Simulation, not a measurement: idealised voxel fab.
The name of this process module is voxel self aligned vias.
170 nm wide, 5 nm square cells: that's cross-section cut.
If you're reading a cross-section in this doc, picture square cells in a grid; it comes to you as bands, top ones listed first down to the bottom, and a band can be one or more rows of cells. What a band's entry tells you: where the top is and where the bottom is, as heights in nm, and after that what lies inside, material by material from left to right, each with its width in nm. Empty space is written as the word "air", and a single material marked with the word "everywhere" occupies the band from edge to edge. Heights are expressed relative to 0, this being the level below which the as-received wafer comprises one material exclusively. The lowest band is unbounded in the downward direction and is denoted as in "0..down". Width "30..40": first value at the band's top row of cells, second value at its bottom row, equal change from row to row. Given "nothing changed" for a step, no cell of the cross-section differs between before and after that step. "Sealed internal cavities": sealed empty spaces, 8 cells or more, no open way to top, listed width x height at distance, with distance from the left edge and width, height and distance in nm. Post-settings text on a step line: simulator's own remark regarding the step. overlay nm: mask offset rightward from planned place, masked step; negative means leftward offset.

Process steps foreseen in the plan:
step 1: RECEIVE (material Si)
step 2: CONFORMAL_DEP (material SiO2; thk nm 15)
step 3: CONFORMAL_DEP (material SiCN; thk nm 5)
step 4: DIRECTIONAL_DEP (material lowk; thk nm 30)
step 5: MASKED_ETCH (tone open; mask id LINES; width nm 20; pitch nm 50; etch materials lowk; depth nm 30; overlay nm 0)
step 6: CONFORMAL_DEP (material TiN; thk nm 5)
step 7: FILL_DEP (material Ru; thk nm 10)
step 8: CMP (height nm 50)
step 9: SELECTIVE_ETCH (etch materials W Ru TiN; depth nm 5)
step 10: FILL_DEP (material SiN; thk nm 10)
step 11: CMP (height nm 50)
step 12: DIRECTIONAL_DEP (material lowk; thk nm 15)
step 13: MASKED_ETCH (tone open; mask id VIAS; width nm 30; pitch nm 50; etch materials lowk; depth nm 15; overlay nm 0)
step 14: MASKED_ETCH (tone open; mask id VIAS; width nm 30; pitch nm 50; etch materials SiN; depth nm 5; overlay nm 0)
step 15: CONFORMAL_DEP (material TiN; thk nm 5)
step 16: FILL_DEP (material Cu; thk nm 5)
step 17: CMP (height nm 65)
step 18: CONFORMAL_DEP (material SiN; thk nm 5)

Here's what the wafer looked like in cross-section when it arrived - that's after step 1:
    0..down: Si everywhere
    Sealed internal cavities: none

Starting structure and process plan are as shown above, but one mistake was made in running the module; the wafer cross-section at the end of the module follows:
    70..65: SiN everywhere
    65..55: 45 of lowk, 5 of TiN, 25 of Cu, 5 of TiN, 15 of lowk, 5 of TiN, 25 of Cu, 5 of TiN, 40 of lowk
    55..50: 45 of lowk, 10 of TiN, 10 of Cu, 15 of TiN, 15 of lowk, 10 of TiN, 10 of Cu, 15 of TiN, 40 of lowk
    50..45: 50 of lowk, 20 of TiN, 30 of lowk, 20 of TiN, 50 of lowk
    45..25: 50 of lowk, 5 of TiN, 10 of Ru, 5 of TiN, 30 of lowk, 5 of TiN, 10 of Ru, 5 of TiN, 50 of lowk
    25..20: 50 of lowk, 20 of TiN, 30 of lowk, 20 of TiN, 50 of lowk
    20..15: SiCN everywhere
    15..0: SiO2 everywhere
    0..down: Si everywhere
    Sealed internal cavities: none
It is concluded that the wafer was processed incorrectly with respect to the plan, in that note that step 13 departed from the planned setting and was carried out as MASKED_ETCH (tone open; mask id VIAS; width nm 35; pitch nm 50; etch materials lowk; depth nm 15; overlay nm 0)
